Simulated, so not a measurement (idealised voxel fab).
The following process module bears the name voxel gate over fins.
We display cut, a cross-section 160 nm in width whose square cells are each 5 nm.
We lay out every cross-section as a grid of square cells and spell it out in bands from the top down, where one band means one or more rows of cells. Band entry format. Leading values: height of top, height of bottom, nm. Remainder: materials in left-to-right order, each with its width in nm. Special words: "all across" on a single material, which then fills the band edge to edge; "blank", empty space. Where do heights start? At 0: under that level the wafer as delivered is made of one material only. And the lowest band has no floor; it just carries on downward, as in "0 nm and below". Per-row width for "30->40": begins at first number (top row of band), ends at second number (bottom row), increment between rows held constant. Given "everything unchanged" for a step, no cell of the cross-section differs between before and after that step. Listed in "Voids, sealed": every empty space of 8 or more cells without an open way to the top. Form: width x height at distance, the distance being from the left edge, all in nm. Whatever follows a step's settings on its line is a remark the simulator itself makes about that step. overlay nm: step with mask; distance mask lay right of planned place; negative value = left of planned place.

Set out below are the planned steps of the process
- 1: RECEIVE (material Si)
- 2: CONFORMAL_DEP (material SiN; thk nm 10)
- 3: MASKED_ETCH (tone cover; mask id FINS; width nm 15; pitch nm 60; etch materials SiN; depth nm 10; overlay nm 0)
- 4: MASKED_ETCH (tone cover; mask id FINS; width nm 15; pitch nm 60; etch materials Si; depth nm 35; overlay nm 0)
- 5: OXIDIZE (depth nm 5)
- 6: FILL_DEP (material SiO2; thk nm 15)
- 7: CMP (height nm 10)
- 8: MASKED_ETCH (tone open; mask id RAIL; width nm 15; etch materials SiO2; depth nm 40; overlay nm 0)
- 9: CONFORMAL_DEP (material TiN; thk nm 5)
- 10: FILL_DEP (material Ru; thk nm 5)
- 11: CMP (height nm 10)
- 12: SELECTIVE_ETCH (etch materials W Ru TiN; depth nm 25)
- 13: FILL_DEP (material SiO2; thk nm 5)
- 14: CMP (height nm 10)
- 15: SELECTIVE_ETCH (etch materials SiO2; depth nm 20)
- 16: STRIP (etch materials SiN)
- 17: CONFORMAL_DEP (material HfO2; thk nm 5)
- 18: CONFORMAL_DEP (material TiN; thk nm 5)
- 19: CONFORMAL_DEP (material TiAl; thk nm 5)
- 20: CONFORMAL_DEP (material TiN; thk nm 5)
- 21: FILL_DEP (material W; thk nm 10)
- 22: CMP (height nm 25)
- 23: CONFORMAL_DEP (material SiN; thk nm 10)

Wafer cross-section on receipt, i.e. after step 1
- 0 nm and below  Si all across
- Voids, sealed: none

One mistake in running the module, otherwise start and plan as above: cross-section at the end
- 35 nm to 25 nm  SiN all across
- 25 nm to 20 nm  W all across
- 20 nm to 15 nm  W: 25, then TiN: 45, then W: 15, then TiN: 45, then W: 30
- 15 nm to 10 nm  W: 25, then TiN: 5, then TiAl: 35, then TiN: 5, then W: 15, then TiN: 5, then TiAl: 35, then TiN: 5, then W: 30
- 10 nm to 5 nm  TiN: 30, then TiAl: 5, then TiN: 25, then TiAl: 5, then TiN: 25, then TiAl: 5, then TiN: 25, then TiAl: 5, then TiN: 35
- 5 nm to 0 nm  TiAl: 35, then TiN: 5, then HfO2: 15, then TiN: 5, then TiAl: 35, then TiN: 5, then HfO2: 15, then TiN: 5, then TiAl: 40
- 0 nm to -5 nm  TiN: 40, then HfO2: 5, then Si: 5, then HfO2: 5, then TiN: 45, then HfO2: 5, then Si: 5, then HfO2: 5, then TiN: 45
- -5 nm to -10 nm  HfO2: 45, then Si: 5, then HfO2: 55, then Si: 5, then HfO2: 50
- -10 nm to -15 nm  SiO2: 45, then Si: 5, then SiO2: 55, then Si: 5, then SiO2: 50
- -15 nm to -25 nm  SiO2: 45, then Si: 5, then SiO2: 20, then TiN: 5, then Ru: 5, then TiN: 5, then SiO2: 20, then Si: 5, then SiO2: 50
- -25 nm to -30 nm  SiO2: 45, then Si: 5, then SiO2: 20, then TiN: 15, then SiO2: 20, then Si: 5, then SiO2: 50
- -30 nm to -75 nm  SiO2: 45, then Si: 5, then SiO2: 55, then Si: 5, then SiO2: 50
- -75 nm and below  Si all across
- Voids, sealed: none
what went wrong: plan step 4 ran twice
